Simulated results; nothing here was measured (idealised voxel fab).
process module | voxel released beams
Section cut is 205 nm wide and gridded with 5 nm square cells.
Notation: cross-section as square-cell grid; stated in bands, top first, going down; one or more cell rows per band.
Within each band entry, the heights of the top and of the bottom of the band appear first, in that order and in nm; the materials of the band then follow from left to right, each with its corresponding width in nm. The designation "edge to edge" on a single material indicates that it fills the band from edge to edge; the designation "blank" indicates empty space.
Measure heights from 0. That's the level where, below it, the as-received wafer is all one material. The lowest band is bottomless and extends downward; write it as in "0 and below".
Note: "30..40" means the width goes from the first number (top row of the band) to the second number (bottom row) in equal steps per row of cells.
What does "nothing altered" mean for a step? It means no cell of the cross-section changed in that step.
Reported under the label "Entrapped voids" are the empty spaces having no open way to the top and comprising 8 cells or more; the notation for each is width x height at distance, in which the distance is measured from the left edge and all three values are in nm.
after a step's settings: what the simulator itself notes on the step
The "overlay nm" setting may appear on a step's line; for a step that uses a mask, it gives how far to the right of its planned position the mask lay, and a negative value indicates the left.
Process steps - plan
1 RECEIVE (material Si)
2 CONFORMAL_DEP (material SiN; thk nm 10)
3 DIRECTIONAL_DEP (material SiO2; thk nm 15)
4 DIRECTIONAL_DEP (material aC; thk nm 10)
5 PATTERN (tone open; mask id ANCHOR; material resist; width nm 35; thk nm 25; overlay nm 0)
6 DIRECTIONAL_ETCH (etch materials aC; depth nm 10)
7 STRIP (etch materials resist)
8 DIRECTIONAL_ETCH (etch materials SiO2; depth nm 15)
9 STRIP (etch materials aC)
10 CONFORMAL_DEP (material TiN; thk nm 15)
11 MASKED_ETCH (tone cover; mask id BEAM; width nm 80; etch materials TiN; depth nm 15; overlay nm 0)
12 STRIP (etch materials SiO2)
Wafer cross-section on receipt, i.e. after step 1
- 0 and below  Si edge to edge
- Entrapped voids: none
Figure: cross-sectional view of the wafer upon completion of the module, processed from the initial state and according to the plan depicted above, with one error introduced during execution
- 40 down to 25  blank 60; TiN 20; blank 10; TiN 50; blank 65
- 25 down to 10  blank 65; TiN 40; blank 100
- 10 down to 0  SiN edge to edge
- 0 and below  Si edge to edge
- Entrapped voids: none
What went wrong in running the wafer? step 5 deviated from plan and actually ran as PATTERN (tone open; mask id ANCHOR; material resist; width nm 40; thk nm 25; overlay nm 0)
